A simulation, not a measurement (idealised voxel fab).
This section sets out a process module, namely voxel released beams.
Section shown: cut. Width: 215 nm. Cell size: 5 nm, square.
Cross-section format: a grid of square cells, given as bands from top to bottom; each band is one or more rows of cells.
In this notation a band is specified by the heights of its top and bottom, in that order and in nm, after which its materials appear from left to right, each paired with its width in nm. The word "full width" attached to a single material means that material fills the band from edge to edge; the word "blank" stands for empty space.
We count height from 0. Below that, the starting wafer is all one material. The lowest band never ends at the bottom but goes on down; see "0..down" for how that is written.
Per-row width for "30->40": begins at first number (top row of band), ends at second number (bottom row), increment between rows held constant.
Basically "everything unchanged" means that step didn't change any cell in the cross-section.
"Cavities, sealed" lists enclosed empty spaces (at least 8 cells, no open path upward to the top), each as width x height at distance from the left edge, in nm.
Past the settings on a step's line: simulator remark, on that step.
"overlay nm" denotes, for a step that has a mask, the displacement of the mask to the right of its planned place, with negative values corresponding to the left.
LIST OF PLANNED PROCESS STEPS
1: RECEIVE with material Si
2: CONFORMAL_DEP with material SiN, thk nm 5
3: DIRECTIONAL_DEP with material SiO2, thk nm 15
4: DIRECTIONAL_DEP with material aC, thk nm 15
5: PATTERN with tone open, mask id ANCHOR, material resist, width nm 30, thk nm 35, overlay nm 0
6: DIRECTIONAL_ETCH with etch materials aC, depth nm 15
7: STRIP with etch materials resist
8: DIRECTIONAL_ETCH with etch materials SiO2, depth nm 15
9: STRIP with etch materials aC
10: CONFORMAL_DEP with material TiN, thk nm 10
11: DIRECTIONAL_DEP with material aC, thk nm 10
12: PATTERN with tone cover, mask id BEAM, material resist, width nm 105, thk nm 30, overlay nm 0
13: DIRECTIONAL_ETCH with etch materials aC, depth nm 10
14: STRIP with etch materials resist
15: DIRECTIONAL_ETCH with etch materials TiN, depth nm 10
16: STRIP with etch materials aC
17: STRIP with etch materials SiO2
ACCOUNT OF THE FIRST OF TWO WAFERS, WHICH WAS PROCESSED AS INTENDED
THIS IS THE CROSS-SECTION OF THE WAFER AS WE RECEIVED IT, I.E. AFTER STEP 1
    0..down = Si full width
    Cavities, sealed: none
WAFER AFTER STEP 2 (CROSS-SECTION)
    5..0 = SiN full width
    Lower than 0, everything is as it was.
WAFER AFTER STEP 3 (CROSS-SECTION)
    20..5 = SiO2 full width
    Lower than 5, everything is as it was.
WAFER AFTER STEP 4 (CROSS-SECTION)
    35..20 = aC full width
    Lower than 20, everything is as it was.
WAFER AFTER STEP 5 (CROSS-SECTION)
    70..35 = resist: 55, blank: 30, resist: 130
    Lower than 35, everything is as it was.
WAFER AFTER STEP 6 (CROSS-SECTION)
    55..35 = resist: 55, blank: 30, resist: 130
    35..20 = aC: 55, blank: 30, aC: 130
    Lower than 20, everything is as it was.
WAFER AFTER STEP 7 (CROSS-SECTION)
    35..20 = aC: 55, blank: 30, aC: 130
    Lower than 20, everything is as it was.
WAFER AFTER STEP 8 (CROSS-SECTION)
    35..20 = aC: 55, blank: 30, aC: 130
    20..5 = SiO2: 55, blank: 30, SiO2: 130
    Lower than 5, everything is as it was.
WAFER AFTER STEP 9 (CROSS-SECTION)
    20..5 = SiO2: 55, blank: 30, SiO2: 130
    Lower than 5, everything is as it was.
WAFER AFTER STEP 10 (CROSS-SECTION)
    30..20 = TiN: 65, blank: 10, TiN: 140
    20..15 = SiO2: 55, TiN: 10, blank: 10, TiN: 10, SiO2: 130
    15..5 = SiO2: 55, TiN: 30, SiO2: 130
    Lower than 5, everything is as it was.
WAFER AFTER STEP 11 (CROSS-SECTION)
    40..30 = aC: 65, blank: 10, aC: 140
    30..25 = TiN: 65, blank: 10, TiN: 140
    25..20 = TiN: 65, aC: 10, TiN: 140
    20..15 = SiO2: 55, TiN: 10, aC: 10, TiN: 10, SiO2: 130
    Lower than 15, everything is as it was.
WAFER AFTER STEP 12 (CROSS-SECTION)
    70..40 = blank: 50, resist: 105, blank: 60
    40..30 = aC: 65, resist: 10, aC: 140
    30..25 = TiN: 65, resist: 10, TiN: 140
    Lower than 25, everything is as it was.
WAFER AFTER STEP 13 (CROSS-SECTION)
    60..40 = blank: 50, resist: 105, blank: 60
    40..30 = blank: 50, aC: 15, resist: 10, aC: 80, blank: 60
    Lower than 30, everything is as it was.
WAFER AFTER STEP 14 (CROSS-SECTION)
    40..30 = blank: 50, aC: 15, blank: 10, aC: 80, blank: 60
    30..25 = TiN: 65, blank: 10, TiN: 140
    Lower than 25, everything is as it was.
WAFER AFTER STEP 15 (CROSS-SECTION)
    40..30 = blank: 50, aC: 15, blank: 10, aC: 80, blank: 60
    30..25 = blank: 50, TiN: 15, blank: 10, TiN: 80, blank: 60
    25..20 = blank: 50, TiN: 15, aC: 10, TiN: 80, blank: 60
    Lower than 20, everything is as it was.
WAFER AFTER STEP 16 (CROSS-SECTION)
    30..20 = blank: 50, TiN: 15, blank: 10, TiN: 80, blank: 60
    20..15 = SiO2: 55, TiN: 10, blank: 10, TiN: 10, SiO2: 130
    Lower than 15, everything is as it was.
WAFER AFTER STEP 17 (CROSS-SECTION)
    30..20 = blank: 50, TiN: 15, blank: 10, TiN: 80, blank: 60
    20..15 = blank: 55, TiN: 10, blank: 10, TiN: 10, blank: 130
    15..5 = blank: 55, TiN: 30, blank: 130
    Lower than 5, everything is as it was.
THE REMAINING WAFER, SECOND OF THE TWO, STARTED LIKE THE FIRST AND WAS RUN TO THE SAME PLAN, EXCEPT THAT ONE MISTAKE WAS MADE ALONG THE WAY; THE TWO COINCIDE THROUGH STEP 13, INCLUSIVE
X-SECTION, SECOND WAFER, WHEN STEP 14 WAS DUE TO FINISH
    40..30 = blank: 50, aC: 15, blank: 10, aC: 80, blank: 60
    30..25 = TiN: 65, blank: 10, TiN: 140
    Lower than 25, everything is as it was.
X-SECTION, SECOND WAFER, WHEN STEP 15 WAS DUE TO FINISH
    40..30 = blank: 50, aC: 15, blank: 10, aC: 80, blank: 60
    30..25 = blank: 50, TiN: 15, blank: 10, TiN: 80, blank: 60
    25..20 = blank: 50, TiN: 15, aC: 10, TiN: 80, blank: 60
    Lower than 20, everything is as it was.
X-SECTION, SECOND WAFER, WHEN STEP 16 WAS DUE TO FINISH
    30..20 = blank: 50, TiN: 15, blank: 10, TiN: 80, blank: 60
    20..15 = SiO2: 55, TiN: 10, blank: 10, TiN: 10, SiO2: 130
    Lower than 15, everything is as it was.
X-SECTION, SECOND WAFER, WHEN STEP 17 WAS DUE TO FINISH
    30..20 = blank: 50, TiN: 15, blank: 10, TiN: 80, blank: 60
    20..15 = blank: 55, TiN: 10, blank: 10, TiN: 10, blank: 130
    15..5 = blank: 55, TiN: 30, blank: 130
    Lower than 5, everything is as it was.
It is concluded that the wafer was processed incorrectly with respect to the plan, in that plan step 14 was twice executed
The mistake has no effect on what this model computes, because the two wafers end with the same cross-section.
